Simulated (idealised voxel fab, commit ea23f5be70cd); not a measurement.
process module | voxel self aligned vias
cross-section cut | 220 nm wide | cells 5 nm
A cross-section is a grid of square cells, given in bands from the top down. A band is one or more rows of cells.
Each band's line starts with the height of the band's top and of its bottom, in nm. Then come its materials from left to right, each with its width in nm. One material with "throughout" fills the band from edge to edge. "air" is empty space.
Height 0 is the level under which the wafer as received is all one material. The lowest band goes on downwards, as in "0 down".
A width such as "30 to 40" changes by the same amount from each row of cells to the next, from the band's top row to its bottom row.
"no change" after a step means that no cell of the cross-section changed.
closed voids: empty space of 8 cells or more with no open way to the top, each as width x height at its distance from the left edge, in nm
after a step's settings: what the simulator itself notes on the step
overlay nm, on a step with a mask: how far to the right of its planned place the mask lay; to the left if negative
plan
1 op RECEIVE | material Si
2 op CONFORMAL_DEP | material SiO2 | thk nm 15
3 op CONFORMAL_DEP | material SiCN | thk nm 5
4 op DIRECTIONAL_DEP | material SiO2 | thk nm 30
5 op PATTERN | tone open | mask id LINES | material resist | width nm 20 | pitch nm 50 | thk nm 15 | overlay nm 0
6 op DIRECTIONAL_ETCH | etch materials SiO2 | depth nm 30
7 op STRIP | etch materials resist
8 op CONFORMAL_DEP | material TiN | thk nm 5
9 op FILL_DEP | material Ru | thk nm 5
10 op CMP | height nm 50
11 op SELECTIVE_ETCH | etch materials W Ru TiN | depth nm 10
12 op FILL_DEP | material SiN | thk nm 10
13 op CMP | height nm 50
14 op DIRECTIONAL_DEP | material SiO2 | thk nm 20
15 op DIRECTIONAL_DEP | material aC | thk nm 10
16 op PATTERN | tone open | mask id VIAS | material resist | width nm 30 | thk nm 30 | overlay nm 0
17 op DIRECTIONAL_ETCH | etch materials aC | depth nm 10
18 op STRIP | etch materials resist
19 op DIRECTIONAL_ETCH | etch materials SiO2 | depth nm 20
20 op DIRECTIONAL_ETCH | etch materials SiN | depth nm 10
21 op STRIP | etch materials aC
22 op CONFORMAL_DEP | material TiN | thk nm 5
23 op FILL_DEP | material Ru | thk nm 5
24 op CMP | height nm 70
25 op CONFORMAL_DEP | material SiCN | thk nm 5
first wafer, as planned
as received, after step 1
  0 down: Si throughout
  closed voids: none
after step 2
  15 to 0: SiO2 throughout
  below 0: unchanged
after step 3
  20 to 15: SiCN throughout
  below 15: unchanged
after step 4
  50 to 20: SiO2 throughout
  below 20: unchanged
after step 5
  65 to 50: resist 75 | air 20 | resist 30 | air 20 | resist 75
  below 50: unchanged
after step 6
  65 to 50: resist 75 | air 20 | resist 30 | air 20 | resist 75
  50 to 20: SiO2 75 | air 20 | SiO2 30 | air 20 | SiO2 75
  below 20: unchanged
after step 7
  50 to 20: SiO2 75 | air 20 | SiO2 30 | air 20 | SiO2 75
  below 20: unchanged
after step 8
  55 to 50: TiN 80 | air 10 | TiN 40 | air 10 | TiN 80
  50 to 25: SiO2 75 | TiN 5 | air 10 | TiN 5 | SiO2 30 | TiN 5 | air 10 | TiN 5 | SiO2 75
  25 to 20: SiO2 75 | TiN 20 | SiO2 30 | TiN 20 | SiO2 75
  below 20: unchanged
after step 9
  60 to 55: Ru throughout
  55 to 50: TiN 80 | Ru 10 | TiN 40 | Ru 10 | TiN 80
  50 to 25: SiO2 75 | TiN 5 | Ru 10 | TiN 5 | SiO2 30 | TiN 5 | Ru 10 | TiN 5 | SiO2 75
  below 25: unchanged
after step 10
  50 to 25: SiO2 75 | TiN 5 | Ru 10 | TiN 5 | SiO2 30 | TiN 5 | Ru 10 | TiN 5 | SiO2 75
  below 25: unchanged
after step 11
  50 to 40: SiO2 75 | air 20 | SiO2 30 | air 20 | SiO2 75
  below 40: unchanged
after step 12
  60 to 50: SiN throughout
  50 to 40: SiO2 75 | SiN 20 | SiO2 30 | SiN 20 | SiO2 75
  below 40: unchanged
after step 13
  50 to 40: SiO2 75 | SiN 20 | SiO2 30 | SiN 20 | SiO2 75
  below 40: unchanged
after step 14
  70 to 50: SiO2 throughout
  below 50: unchanged
after step 15
  80 to 70: aC throughout
  below 70: unchanged
after step 16
  110 to 80: resist 70 | air 30 | resist 120
  below 80: unchanged
after step 17
  100 to 80: resist 70 | air 30 | resist 120
  80 to 70: aC 70 | air 30 | aC 120
  below 70: unchanged
after step 18
  80 to 70: aC 70 | air 30 | aC 120
  below 70: unchanged
after step 19
  80 to 70: aC 70 | air 30 | aC 120
  70 to 50: SiO2 70 | air 30 | SiO2 120
  below 50: unchanged
after step 20
  80 to 70: aC 70 | air 30 | aC 120
  70 to 50: SiO2 70 | air 30 | SiO2 120
  50 to 40: SiO2 75 | air 20 | SiO2 30 | SiN 20 | SiO2 75
  below 40: unchanged
after step 21
  70 to 50: SiO2 70 | air 30 | SiO2 120
  below 50: unchanged
after step 22
  75 to 70: TiN 75 | air 20 | TiN 125
  70 to 55: SiO2 70 | TiN 5 | air 20 | TiN 5 | SiO2 120
  55 to 50: SiO2 70 | TiN 10 | air 10 | TiN 10 | SiO2 120
  50 to 45: SiO2 75 | TiN 5 | air 10 | TiN 5 | SiO2 30 | SiN 20 | SiO2 75
  45 to 40: SiO2 75 | TiN 20 | SiO2 30 | SiN 20 | SiO2 75
  below 40: unchanged
after step 23
  80 to 75: Ru throughout
  75 to 70: TiN 75 | Ru 20 | TiN 125
  70 to 55: SiO2 70 | TiN 5 | Ru 20 | TiN 5 | SiO2 120
  55 to 50: SiO2 70 | TiN 10 | Ru 10 | TiN 10 | SiO2 120
  50 to 45: SiO2 75 | TiN 5 | Ru 10 | TiN 5 | SiO2 30 | SiN 20 | SiO2 75
  below 45: unchanged
after step 24
  70 to 55: SiO2 70 | TiN 5 | Ru 20 | TiN 5 | SiO2 120
  below 55: unchanged
after step 25
  75 to 70: SiCN throughout
  below 70: unchanged
second wafer: like start, like plan, one mistake. Through step 4 it matches the first wafer
when step 5 should have ended
  65 to 50: resist 85 | air 20 | resist 30 | air 20 | resist 65
  below 50: unchanged
when step 6 should have ended
  65 to 50: resist 85 | air 20 | resist 30 | air 20 | resist 65
  50 to 20: SiO2 85 | air 20 | SiO2 30 | air 20 | SiO2 65
  below 20: unchanged
when step 7 should have ended
  50 to 20: SiO2 85 | air 20 | SiO2 30 | air 20 | SiO2 65
  below 20: unchanged
when step 8 should have ended
  55 to 50: TiN 90 | air 10 | TiN 40 | air 10 | TiN 70
  50 to 25: SiO2 85 | TiN 5 | air 10 | TiN 5 | SiO2 30 | TiN 5 | air 10 | TiN 5 | SiO2 65
  25 to 20: SiO2 85 | TiN 20 | SiO2 30 | TiN 20 | SiO2 65
  below 20: unchanged
when step 9 should have ended
  60 to 55: Ru throughout
  55 to 50: TiN 90 | Ru 10 | TiN 40 | Ru 10 | TiN 70
  50 to 25: SiO2 85 | TiN 5 | Ru 10 | TiN 5 | SiO2 30 | TiN 5 | Ru 10 | TiN 5 | SiO2 65
  below 25: unchanged
when step 10 should have ended
  50 to 25: SiO2 85 | TiN 5 | Ru 10 | TiN 5 | SiO2 30 | TiN 5 | Ru 10 | TiN 5 | SiO2 65
  below 25: unchanged
when step 11 should have ended
  50 to 40: SiO2 85 | air 20 | SiO2 30 | air 20 | SiO2 65
  below 40: unchanged
when step 12 should have ended
  60 to 50: SiN throughout
  50 to 40: SiO2 85 | SiN 20 | SiO2 30 | SiN 20 | SiO2 65
  below 40: unchanged
when step 13 should have ended
  50 to 40: SiO2 85 | SiN 20 | SiO2 30 | SiN 20 | SiO2 65
  below 40: unchanged
when step 14 should have ended
  70 to 50: SiO2 throughout
  below 50: unchanged
when step 15 should have ended
  80 to 70: aC throughout
  below 70: unchanged
when step 16 should have ended
  110 to 80: resist 70 | air 30 | resist 120
  below 80: unchanged
when step 17 should have ended
  100 to 80: resist 70 | air 30 | resist 120
  80 to 70: aC 70 | air 30 | aC 120
  below 70: unchanged
when step 18 should have ended
  80 to 70: aC 70 | air 30 | aC 120
  below 70: unchanged
when step 19 should have ended
  80 to 70: aC 70 | air 30 | aC 120
  70 to 50: SiO2 70 | air 30 | SiO2 120
  below 50: unchanged
when step 20 should have ended
  80 to 70: aC 70 | air 30 | aC 120
  70 to 50: SiO2 70 | air 30 | SiO2 120
  50 to 40: SiO2 85 | air 15 | SiN 5 | SiO2 30 | SiN 20 | SiO2 65
  below 40: unchanged
when step 21 should have ended
  70 to 50: SiO2 70 | air 30 | SiO2 120
  below 50: unchanged
when step 22 should have ended
  75 to 70: TiN 75 | air 20 | TiN 125
  70 to 55: SiO2 70 | TiN 5 | air 20 | TiN 5 | SiO2 120
  55 to 50: SiO2 70 | TiN 20 | air 5 | TiN 5 | SiO2 120
  50 to 45: SiO2 85 | TiN 5 | air 5 | TiN 5 | SiN 5 | SiO2 30 | SiN 20 | SiO2 65
  45 to 40: SiO2 85 | TiN 15 | SiN 5 | SiO2 30 | SiN 20 | SiO2 65
  below 40: unchanged
when step 23 should have ended
  80 to 75: Ru throughout
  75 to 70: TiN 75 | Ru 20 | TiN 125
  70 to 55: SiO2 70 | TiN 5 | Ru 20 | TiN 5 | SiO2 120
  55 to 50: SiO2 70 | TiN 20 | Ru 5 | TiN 5 | SiO2 120
  50 to 45: SiO2 85 | TiN 5 | Ru 5 | TiN 5 | SiN 5 | SiO2 30 | SiN 20 | SiO2 65
  below 45: unchanged
when step 24 should have ended
  70 to 55: SiO2 70 | TiN 5 | Ru 20 | TiN 5 | SiO2 120
  below 55: unchanged
when step 25 should have ended
  75 to 70: SiCN throughout
  below 70: unchanged
what went wrong: step 5 ran as: op PATTERN | tone open | mask id LINES | material resist | width nm 20 | pitch nm 50 | thk nm 15 | overlay nm 10
at the end the second wafer has, in cells: 2 fewer of Ru | 2 more of SiN
